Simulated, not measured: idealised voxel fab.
process module | voxel wiring stack
cross-section cut | 165 nm wide | cells 5 nm
A cross-section is a grid of square cells, given in bands from the top down. A band is one or more rows of cells.
Each band's line starts with the height of the band's top and of its bottom, in nm. Then come its materials from left to right, each with its width in nm. One material with "throughout" fills the band from edge to edge. "air" is empty space.
Height 0 is the level under which the wafer as received is all one material. The lowest band goes on downwards, as in "0 down".
A width such as "30 to 40" changes by the same amount from each row of cells to the next, from the band's top row to its bottom row.
"no change" after a step means that no cell of the cross-section changed.
closed voids: empty space of 8 cells or more with no open way to the top, each as width x height at its distance from the left edge, in nm
after a step's settings: what the simulator itself notes on the step
overlay nm, on a step with a mask: how far to the right of its planned place the mask lay; to the left if negative
plan
1 op RECEIVE | material Si
2 op CONFORMAL_DEP | material SiO2 | thk nm 10
3 op CONFORMAL_DEP | material SiCN | thk nm 5
4 op DIRECTIONAL_DEP | material lowk | thk nm 25
5 op MASKED_ETCH | tone open | mask id METAL_1 | width nm 30 | pitch nm 45 | etch materials lowk | depth nm 25 | overlay nm 0
6 op MASKED_ETCH | tone open | mask id METAL_1 | width nm 30 | pitch nm 45 | etch materials SiCN | depth nm 5 | overlay nm 0
7 op CONFORMAL_DEP | material TiN | thk nm 5
8 op FILL_DEP | material Cu | thk nm 5
9 op CMP | height nm 40
10 op EPI | material Ru | thk nm 5
11 op FILL_DEP | material SiCN | thk nm 5
12 op DIRECTIONAL_DEP | material SiO2 | thk nm 30
13 op MASKED_ETCH | tone open | mask id METAL_2_HOLES | width nm 15 | pitch nm 45 | etch materials SiO2 | depth nm 30 | overlay nm 0
14 op PATTERN | tone open | mask id METAL_2 | material resist | width nm 30 | pitch nm 45 | thk nm 20 | overlay nm 0
15 op DIRECTIONAL_ETCH | etch materials SiO2 | depth nm 20
16 op DIRECTIONAL_ETCH | etch materials SiCN | depth nm 5
17 op STRIP | etch materials resist
18 op CONFORMAL_DEP | material TiN | thk nm 5
19 op FILL_DEP | material Cu | thk nm 10
20 op CMP | height nm 80
21 op CONFORMAL_DEP | material SiCN | thk nm 5
22 op DIRECTIONAL_DEP | material lowk | thk nm 20
23 op PATTERN | tone open | mask id PLUG_2 | material resist | width nm 15 | thk nm 15 | overlay nm 0
24 op DIRECTIONAL_ETCH | etch materials lowk | depth nm 20
25 op DIRECTIONAL_ETCH | etch materials SiCN | depth nm 5
26 op STRIP | etch materials resist
27 op CONFORMAL_DEP | material TiN | thk nm 5
28 op FILL_DEP | material Cu | thk nm 10
29 op CMP | height nm 105
30 op CONFORMAL_DEP | material SiCN | thk nm 5
31 op DIRECTIONAL_DEP | material SiO2 | thk nm 25
32 op MASKED_ETCH | tone open | mask id METAL_3 | width nm 30 | pitch nm 45 | etch materials SiO2 | depth nm 25 | overlay nm 0
33 op MASKED_ETCH | tone open | mask id METAL_3 | width nm 30 | pitch nm 45 | etch materials SiCN | depth nm 5 | overlay nm 0
34 op CONFORMAL_DEP | material TiN | thk nm 5
35 op FILL_DEP | material Ru | thk nm 5
36 op CMP | height nm 135
37 op CONFORMAL_DEP | material SiCN | thk nm 5
38 op DIRECTIONAL_DEP | material lowk | thk nm 10
39 op MASKED_ETCH | tone open | mask id PLUG_3 | width nm 15 | etch materials lowk | depth nm 10 | overlay nm 0
40 op MASKED_ETCH | tone open | mask id PLUG_3 | width nm 15 | etch materials SiCN | depth nm 5 | overlay nm 0
41 op CONFORMAL_DEP | material TiN | thk nm 5
42 op FILL_DEP | material W | thk nm 10
43 op CMP | height nm 150
44 op CONFORMAL_DEP | material SiN | thk nm 5
45 op DIRECTIONAL_DEP | material SiO2 | thk nm 20
46 op MASKED_ETCH | tone open | mask id METAL_4 | width nm 30 | pitch nm 45 | etch materials SiO2 | depth nm 20 | overlay nm 0
47 op MASKED_ETCH | tone open | mask id METAL_4 | width nm 30 | pitch nm 45 | etch materials SiN | depth nm 5 | overlay nm 0
48 op CONFORMAL_DEP | material TiN | thk nm 5
49 op FILL_DEP | material Cu | thk nm 10
50 op CMP | height nm 175
51 op EPI | material Ru | thk nm 5
52 op FILL_DEP | material SiCN | thk nm 5
as received, after step 1
  0 down: Si throughout
  closed voids: none
first wafer at the end, as planned
  185 to 180: SiCN throughout
  180 to 175: SiCN 40 | Ru 40 | SiCN 5 | Ru 40 | SiCN 40
  175 to 155: SiO2 45 | TiN 5 | Cu 20 | TiN 5 | SiO2 15 | TiN 5 | Cu 20 | TiN 5 | SiO2 45
  155 to 150: SiN 45 | TiN 30 | SiN 15 | TiN 30 | SiN 45
  150 to 140: lowk 45 | TiN 5 | W 5 | TiN 5 | lowk 105
  140 to 135: SiCN 45 | TiN 15 | SiCN 105
  135 to 110: SiO2 45 | TiN 5 | Ru 20 | TiN 5 | SiO2 15 | TiN 5 | Ru 20 | TiN 5 | SiO2 45
  110 to 105: SiCN 45 | TiN 30 | SiCN 15 | TiN 30 | SiCN 45
  105 to 85: lowk 45 | TiN 5 | Cu 5 | TiN 5 | lowk 105
  85 to 80: SiCN 45 | TiN 15 | SiCN 105
  80 to 65: SiO2 45 | TiN 5 | Cu 20 | TiN 5 | SiO2 15 | TiN 5 | Cu 20 | TiN 5 | SiO2 45
  65 to 60: SiO2 45 | TiN 5 | Cu 5 | TiN 20 | SiO2 15 | TiN 5 | Cu 5 | TiN 20 | SiO2 45
  60 to 50: SiO2 45 | TiN 5 | Cu 5 | TiN 5 | SiO2 30 | TiN 5 | Cu 5 | TiN 5 | SiO2 60
  50 to 45: SiCN 45 | TiN 15 | SiCN 30 | TiN 15 | SiCN 60
  45 to 40: SiCN 40 | Ru 40 | SiCN 5 | Ru 40 | SiCN 40
  40 to 15: lowk 45 | TiN 5 | Cu 20 | TiN 5 | lowk 15 | TiN 5 | Cu 20 | TiN 5 | lowk 45
  15 to 10: SiCN 45 | TiN 30 | SiCN 15 | TiN 30 | SiCN 45
  10 to 0: SiO2 throughout
  0 down: Si throughout
  closed voids: none
second wafer at the end: like start, like plan, one mistake
  185 to 180: SiCN throughout
  180 to 175: SiCN 40 | Ru 40 | SiCN 5 | Ru 40 | SiCN 40
  175 to 155: SiO2 45 | TiN 5 | Cu 20 | TiN 5 | SiO2 15 | TiN 5 | Cu 20 | TiN 5 | SiO2 45
  155 to 150: SiN 45 | TiN 30 | SiN 15 | TiN 30 | SiN 45
  150 to 140: lowk 45 | TiN 5 | W 5 | TiN 5 | lowk 105
  140 to 135: SiCN 45 | TiN 15 | SiCN 105
  135 to 115: SiO2 45 | TiN 5 | Ru 20 | TiN 5 | SiO2 15 | TiN 5 | Ru 20 | TiN 5 | SiO2 45
  115 to 110: SiO2 45 | TiN 30 | SiO2 15 | TiN 30 | SiO2 45
  110 to 105: SiO2 throughout
  105 to 85: lowk 45 | TiN 5 | Cu 5 | TiN 5 | lowk 105
  85 to 80: SiCN 45 | TiN 15 | SiCN 105
  80 to 65: SiO2 45 | TiN 5 | Cu 20 | TiN 5 | SiO2 15 | TiN 5 | Cu 20 | TiN 5 | SiO2 45
  65 to 60: SiO2 45 | TiN 5 | Cu 5 | TiN 20 | SiO2 15 | TiN 5 | Cu 5 | TiN 20 | SiO2 45
  60 to 50: SiO2 45 | TiN 5 | Cu 5 | TiN 5 | SiO2 30 | TiN 5 | Cu 5 | TiN 5 | SiO2 60
  50 to 45: SiCN 45 | TiN 15 | SiCN 30 | TiN 15 | SiCN 60
  45 to 40: SiCN 40 | Ru 40 | SiCN 5 | Ru 40 | SiCN 40
  40 to 15: lowk 45 | TiN 5 | Cu 20 | TiN 5 | lowk 15 | TiN 5 | Cu 20 | TiN 5 | lowk 45
  15 to 10: SiCN 45 | TiN 30 | SiCN 15 | TiN 30 | SiCN 45
  10 to 0: SiO2 throughout
  0 down: Si throughout
  closed voids: none
what went wrong: step 30 ran as: op CONFORMAL_DEP | material SiO2 | thk nm 5
at the end the second wafer has, in cells: 8 fewer of Ru | 21 fewer of SiCN | 33 more of SiO2 | 4 fewer of TiN
